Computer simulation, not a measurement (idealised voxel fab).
Herein follows the process module entitled voxel self aligned vias.
cross-section cut | 210 nm wide | cells 5 nm
Throughout this document, each cross-section is represented as a grid of square cells and is presented as a sequence of bands enumerated from the top downward, where a band comprises one or more rows of cells. Look at the band entry: it leads with the top's height and the bottom's height in nm. Then it lists the materials left to right, with a width in nm for each. The word "all across" on a single material says that material fills the band edge to edge. The word "air" is empty space. Measure heights from 0. That's the level where, below it, the as-received wafer is all one material. The lowest band is bottomless and extends downward; write it as in "0 -> down". Graded width ("30..40"): value in top row of band = first number; value in bottom row = second number; row-to-row change constant. "nothing altered" after a step means that no cell of the cross-section changed. Heads up: "Trapped voids" only lists the empty pockets with no open path to the top that are 8 cells or more, and it writes them as width x height at distance, distance from the left edge, in nm. Past the settings on a step's line: simulator remark, on that step. overlay nm: right-of-plan distance of the mask on a masked step; negative values mean left-of-plan.
**Process steps (planned)**
1) RECEIVE (material Si)
2) CONFORMAL_DEP (material SiO2; thk nm 10)
3) CONFORMAL_DEP (material SiCN; thk nm 5)
4) DIRECTIONAL_DEP (material SiO2; thk nm 30)
5) PATTERN (tone open; mask id LINES; material resist; width nm 20; pitch nm 65; thk nm 15; overlay nm 0)
6) DIRECTIONAL_ETCH (etch materials SiO2; depth nm 30)
7) STRIP (etch materials resist)
8) CONFORMAL_DEP (material TiN; thk nm 5)
9) FILL_DEP (material W; thk nm 5)
10) CMP (height nm 45)
11) SELECTIVE_ETCH (etch materials W Ru TiN; depth nm 5)
12) FILL_DEP (material SiN; thk nm 5)
13) CMP (height nm 45)
14) DIRECTIONAL_DEP (material SiO2; thk nm 20)
15) DIRECTIONAL_DEP (material aC; thk nm 10)
16) PATTERN (tone open; mask id VIAS; material resist; width nm 40; pitch nm 130; thk nm 30; overlay nm 0)
17) DIRECTIONAL_ETCH (etch materials aC; depth nm 10)
18) STRIP (etch materials resist)
19) DIRECTIONAL_ETCH (etch materials SiO2; depth nm 20)
20) DIRECTIONAL_ETCH (etch materials SiN; depth nm 5)
21) STRIP (etch materials aC)
22) CONFORMAL_DEP (material TiN; thk nm 5)
23) FILL_DEP (material Cu; thk nm 5)
24) CMP (height nm 65)
25) CONFORMAL_DEP (material SiCN; thk nm 5)
**Account of the first of two wafers, which was processed as intended**
**This is the cross-section of the wafer as we received it, i.e. after step 1**
- 0 -> down  Si all across
- Trapped voids: none
**Presented here is a cross-section of the wafer after step 2 has been performed**
- 10 -> 0  SiO2 all across
- below 0: unchanged
**Presented here is a cross-section of the wafer after step 3 has been performed**
- 15 -> 10  SiCN all across
- below 10: unchanged
**Presented here is a cross-section of the wafer after step 4 has been performed**
- 45 -> 15  SiO2 all across
- below 15: unchanged
**Presented here is a cross-section of the wafer after step 5 has been performed**
- 60 -> 45  resist: 30, air: 20, resist: 45, air: 20, resist: 45, air: 20, resist: 30
- below 45: unchanged
**Presented here is a cross-section of the wafer after step 6 has been performed**
- 60 -> 45  resist: 30, air: 20, resist: 45, air: 20, resist: 45, air: 20, resist: 30
- 45 -> 15  SiO2: 30, air: 20, SiO2: 45, air: 20, SiO2: 45, air: 20, SiO2: 30
- below 15: unchanged
**Presented here is a cross-section of the wafer after step 7 has been performed**
- 45 -> 15  SiO2: 30, air: 20, SiO2: 45, air: 20, SiO2: 45, air: 20, SiO2: 30
- below 15: unchanged
**Presented here is a cross-section of the wafer after step 8 has been performed**
- 50 -> 45  TiN: 35, air: 10, TiN: 55, air: 10, TiN: 55, air: 10, TiN: 35
- 45 -> 20  SiO2: 30, TiN: 5, air: 10, TiN: 5, SiO2: 45, TiN: 5, air: 10, TiN: 5, SiO2: 45, TiN: 5, air: 10, TiN: 5, SiO2: 30
- 20 -> 15  SiO2: 30, TiN: 20, SiO2: 45, TiN: 20, SiO2: 45, TiN: 20, SiO2: 30
- below 15: unchanged
**Presented here is a cross-section of the wafer after step 9 has been performed**
- 55 -> 50  W all across
- 50 -> 45  TiN: 35, W: 10, TiN: 55, W: 10, TiN: 55, W: 10, TiN: 35
- 45 -> 20  SiO2: 30, TiN: 5, W: 10, TiN: 5, SiO2: 45, TiN: 5, W: 10, TiN: 5, SiO2: 45, TiN: 5, W: 10, TiN: 5, SiO2: 30
- below 20: unchanged
**Presented here is a cross-section of the wafer after step 10 has been performed**
- 45 -> 20  SiO2: 30, TiN: 5, W: 10, TiN: 5, SiO2: 45, TiN: 5, W: 10, TiN: 5, SiO2: 45, TiN: 5, W: 10, TiN: 5, SiO2: 30
- below 20: unchanged
**Presented here is a cross-section of the wafer after step 11 has been performed**
- 45 -> 40  SiO2: 30, air: 20, SiO2: 45, air: 20, SiO2: 45, air: 20, SiO2: 30
- below 40: unchanged
**Presented here is a cross-section of the wafer after step 12 has been performed**
- 50 -> 45  SiN all across
- 45 -> 40  SiO2: 30, SiN: 20, SiO2: 45, SiN: 20, SiO2: 45, SiN: 20, SiO2: 30
- below 40: unchanged
**Presented here is a cross-section of the wafer after step 13 has been performed**
- 45 -> 40  SiO2: 30, SiN: 20, SiO2: 45, SiN: 20, SiO2: 45, SiN: 20, SiO2: 30
- below 40: unchanged
**Presented here is a cross-section of the wafer after step 14 has been performed**
- 65 -> 45  SiO2 all across
- below 45: unchanged
**Presented here is a cross-section of the wafer after step 15 has been performed**
- 75 -> 65  aC all across
- below 65: unchanged
**Presented here is a cross-section of the wafer after step 16 has been performed**
- 105 -> 75  resist: 20, air: 40, resist: 90, air: 40, resist: 20
- below 75: unchanged
**Presented here is a cross-section of the wafer after step 17 has been performed**
- 95 -> 75  resist: 20, air: 40, resist: 90, air: 40, resist: 20
- 75 -> 65  aC: 20, air: 40, aC: 90, air: 40, aC: 20
- below 65: unchanged
**Presented here is a cross-section of the wafer after step 18 has been performed**
- 75 -> 65  aC: 20, air: 40, aC: 90, air: 40, aC: 20
- below 65: unchanged
**Presented here is a cross-section of the wafer after step 19 has been performed**
- 75 -> 65  aC: 20, air: 40, aC: 90, air: 40, aC: 20
- 65 -> 45  SiO2: 20, air: 40, SiO2: 90, air: 40, SiO2: 20
- below 45: unchanged
**Presented here is a cross-section of the wafer after step 20 has been performed**
- 75 -> 65  aC: 20, air: 40, aC: 90, air: 40, aC: 20
- 65 -> 45  SiO2: 20, air: 40, SiO2: 90, air: 40, SiO2: 20
- 45 -> 40  SiO2: 30, air: 20, SiO2: 45, SiN: 20, SiO2: 45, air: 20, SiO2: 30
- below 40: unchanged
**Presented here is a cross-section of the wafer after step 21 has been performed**
- 65 -> 45  SiO2: 20, air: 40, SiO2: 90, air: 40, SiO2: 20
- below 45: unchanged
**Presented here is a cross-section of the wafer after step 22 has been performed**
- 70 -> 65  TiN: 25, air: 30, TiN: 100, air: 30, TiN: 25
- 65 -> 50  SiO2: 20, TiN: 5, air: 30, TiN: 5, SiO2: 90, TiN: 5, air: 30, TiN: 5, SiO2: 20
- 50 -> 45  SiO2: 20, TiN: 15, air: 10, TiN: 15, SiO2: 90, TiN: 15, air: 10, TiN: 15, SiO2: 20
- 45 -> 40  SiO2: 30, TiN: 20, SiO2: 45, SiN: 20, SiO2: 45, TiN: 20, SiO2: 30
- below 40: unchanged
**Presented here is a cross-section of the wafer after step 23 has been performed**
- 75 -> 70  Cu all across
- 70 -> 65  TiN: 25, Cu: 30, TiN: 100, Cu: 30, TiN: 25
- 65 -> 50  SiO2: 20, TiN: 5, Cu: 30, TiN: 5, SiO2: 90, TiN: 5, Cu: 30, TiN: 5, SiO2: 20
- 50 -> 45  SiO2: 20, TiN: 15, Cu: 10, TiN: 15, SiO2: 90, TiN: 15, Cu: 10, TiN: 15, SiO2: 20
- below 45: unchanged
**Presented here is a cross-section of the wafer after step 24 has been performed**
- 65 -> 50  SiO2: 20, TiN: 5, Cu: 30, TiN: 5, SiO2: 90, TiN: 5, Cu: 30, TiN: 5, SiO2: 20
- below 50: unchanged
**Presented here is a cross-section of the wafer after step 25 has been performed**
- 70 -> 65  SiCN all across
- below 65: unchanged
**Second Wafer (Identical Start and Plan, One Processing Error; Matches First Wafer Through Step 18)**
**Second wafer profile in section, at the moment step 19 of the plan was meant to be complete**
- 75 -> 65  aC: 20, air: 40, aC: 90, air: 40, aC: 20
- 65 -> 45  SiO2: 20, air: 40, SiO2: 90, air: 40, SiO2: 20
- 45 -> 40  SiO2: 20, air: 10, SiN: 20, air: 10, SiO2: 35, SiN: 20, SiO2: 35, air: 10, SiN: 20, air: 10, SiO2: 20
- 40 -> 25  SiO2: 20, air: 10, TiN: 5, W: 10, TiN: 5, air: 10, SiO2: 35, TiN: 5, W: 10, TiN: 5, SiO2: 35, air: 10, TiN: 5, W: 10, TiN: 5, air: 10, SiO2: 20
- below 25: unchanged
**Second wafer profile in section, at the moment step 20 of the plan was meant to be complete**
- 75 -> 65  aC: 20, air: 40, aC: 90, air: 40, aC: 20
- 65 -> 45  SiO2: 20, air: 40, SiO2: 90, air: 40, SiO2: 20
- 45 -> 40  SiO2: 20, air: 40, SiO2: 35, SiN: 20, SiO2: 35, air: 40, SiO2: 20
- below 40: unchanged
**Second wafer profile in section, at the moment step 21 of the plan was meant to be complete**
- 65 -> 45  SiO2: 20, air: 40, SiO2: 90, air: 40, SiO2: 20
- below 45: unchanged
**Second wafer profile in section, at the moment step 22 of the plan was meant to be complete**
- 70 -> 65  TiN: 25, air: 30, TiN: 100, air: 30, TiN: 25
- 65 -> 45  SiO2: 20, TiN: 5, air: 30, TiN: 5, SiO2: 90, TiN: 5, air: 30, TiN: 5, SiO2: 20
- 45 -> 40  SiO2: 20, TiN: 40, SiO2: 35, SiN: 20, SiO2: 35, TiN: 40, SiO2: 20
- 40 -> 25  SiO2: 20, TiN: 15, W: 10, TiN: 15, SiO2: 35, TiN: 5, W: 10, TiN: 5, SiO2: 35, TiN: 15, W: 10, TiN: 15, SiO2: 20
- below 25: unchanged
**Second wafer profile in section, at the moment step 23 of the plan was meant to be complete**
- 75 -> 70  Cu all across
- 70 -> 65  TiN: 25, Cu: 30, TiN: 100, Cu: 30, TiN: 25
- 65 -> 45  SiO2: 20, TiN: 5, Cu: 30, TiN: 5, SiO2: 90, TiN: 5, Cu: 30, TiN: 5, SiO2: 20
- below 45: unchanged
**Second wafer profile in section, at the moment step 24 of the plan was meant to be complete**
- 65 -> 45  SiO2: 20, TiN: 5, Cu: 30, TiN: 5, SiO2: 90, TiN: 5, Cu: 30, TiN: 5, SiO2: 20
- below 45: unchanged
**Second wafer profile in section, at the moment step 25 of the plan was meant to be complete**
- 70 -> 65  SiCN all across
- below 65: unchanged
In executing the process, a mistake was made relative to the plan: step 19 of the plan was executed twice over
Final tally in cells, some materials are higher or lower on the second wafer than on the first: Cu +8, SiO2 -32, TiN +24
